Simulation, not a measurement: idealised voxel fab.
The process module that follows is named voxel capacitor over wiring.
We display cut, a cross-section 240 nm in width whose square cells are each 5 nm.
This document writes a cross-section as a grid whose cells are square, and gives it as bands, listed from the top down; one or more rows of cells form a band.
First you get the band's top height and its bottom height, in nm, and then the materials it's made of, left to right, with each width in nm. If you see a single material with "edge to edge", that one covers the band edge to edge. "air" is empty space.
Basically, 0 is our baseline, since under it the wafer straight out of the box is all one material. The bottom band has no lower end and keeps on going down, so it looks like "top 0, no bottom".
You'd read "30->40" like this: the band's top row of cells is as wide as the first number, its bottom row is as wide as the second, and going down, every row changes width by the same amount as the row before did.
Take "no alterations made" at face value: in the step it is given for, the cross-section changed in none of its cells.
Closed empty spaces (no open way to the top) of 8 cells or more are what "Trapped cavities" lists, each as width x height at distance from the left edge, nm for all three.
That trailing text on a step's line, after the settings, is the simulator's own remark on the step.
The optional step-line setting "overlay nm" applies to steps with a mask and quantifies how far to the right of its planned location the mask lay, a negative value indicating leftward placement.

### The planned process steps are enumerated hereunder
- 1: op RECEIVE | material Si
- 2: op CONFORMAL_DEP | material SiO2 | thk nm 10
- 3: op DIRECTIONAL_DEP | material TiN | thk nm 5
- 4: op DIRECTIONAL_DEP | material Ru | thk nm 15
- 5: op DIRECTIONAL_DEP | material aC | thk nm 15
- 6: op PATTERN | tone cover | mask id METAL_1 | material resist | width nm 30 | pitch nm 85 | thk nm 35 | overlay nm 0
- 7: op DIRECTIONAL_ETCH | etch materials aC | depth nm 15
- 8: op STRIP | etch materials resist
- 9: op DIRECTIONAL_ETCH | etch materials Ru | depth nm 15
- 10: op DIRECTIONAL_ETCH | etch materials TiN | depth nm 5
- 11: op STRIP | etch materials aC
- 12: op CONFORMAL_DEP | material SiCN | thk nm 5
- 13: op FILL_DEP | material lowk | thk nm 5
- 14: op CMP | height nm 30
- 15: op CONFORMAL_DEP | material SiCN | thk nm 5
- 16: op DIRECTIONAL_DEP | material SiO2 | thk nm 20
- 17: op MASKED_ETCH | tone open | mask id PLUG_1 | width nm 15 | etch materials SiO2 | depth nm 20 | overlay nm 0
- 18: op MASKED_ETCH | tone open | mask id PLUG_1 | width nm 15 | etch materials SiCN | depth nm 5 | overlay nm 0
- 19: op EPI | material Ru | thk nm 10
- 20: op EPI | material Ru | thk nm 10
- 21: op EPI | material Ru | thk nm 5
- 22: op DIRECTIONAL_DEP | material TiN | thk nm 10
- 23: op DIRECTIONAL_DEP | material Al2O3 | thk nm 5
- 24: op DIRECTIONAL_DEP | material TiN | thk nm 10
- 25: op DIRECTIONAL_DEP | material aC | thk nm 15
- 26: op PATTERN | tone cover | mask id UPPER_PLATE | material resist | width nm 60 | thk nm 30 | overlay nm 0
- 27: op DIRECTIONAL_ETCH | etch materials aC | depth nm 15
- 28: op STRIP | etch materials resist
- 29: op DIRECTIONAL_ETCH | etch materials TiN | depth nm 10
- 30: op DIRECTIONAL_ETCH | etch materials Al2O3 | depth nm 5
- 31: op STRIP | etch materials aC
- 32: op PATTERN | tone cover | mask id LOWER_PLATE | material resist | width nm 70 | thk nm 15 | overlay nm 0
- 33: op DIRECTIONAL_ETCH | etch materials TiN | depth nm 10
- 34: op STRIP | etch materials resist
- 35: op FILL_DEP | material SiO2 | thk nm 15
- 36: op CMP | height nm 90
- 37: op PATTERN | tone open | mask id PLUG_2 | material resist | width nm 15 | thk nm 20 | overlay nm 0
- 38: op DIRECTIONAL_ETCH | etch materials SiO2 | depth nm 10
- 39: op STRIP | etch materials resist
- 40: op CONFORMAL_DEP | material TiN | thk nm 5
- 41: op FILL_DEP | material W | thk nm 10
- 42: op CMP | height nm 90
- 43: op CONFORMAL_DEP | material SiN | thk nm 5

### Delivered wafer in cross-section: state after step 1
  top 0, no bottom: Si edge to edge
  Trapped cavities: none

### Module complete, cross-section. Starting point and plan per above. One mistake made in running the module
  top 95, bottom 90: SiN edge to edge
  top 90, bottom 80: SiO2 75, then TiN 25, then SiO2 140
  top 80, bottom 75: SiO2 75, then Al2O3 25, then TiN 35, then SiO2 105
  top 75, bottom 70: SiO2 70, then TiN 65, then SiO2 105
  top 70, bottom 65: SiO2 70, then TiN 30, then Al2O3 35, then SiO2 105
  top 65, bottom 55: SiO2 65, then Ru 35, then TiN 40, then SiO2 100
  top 55, bottom 35: SiO2 75, then Ru 15, then SiO2 150
  top 35, bottom 30: SiCN 75, then Ru 15, then SiCN 150
  top 30, bottom 15: lowk 55, then SiCN 5, then Ru 30, then SiCN 5, then lowk 45, then SiCN 5, then Ru 30, then SiCN 5, then lowk 60
  top 15, bottom 10: SiCN 60, then TiN 30, then SiCN 55, then TiN 30, then SiCN 65
  top 10, bottom 0: SiO2 edge to edge
  top 0, no bottom: Si edge to edge
  Trapped cavities: none
The plan and the run diverged here: one of 19 and 20, all the same step, was done twice; can't tell which
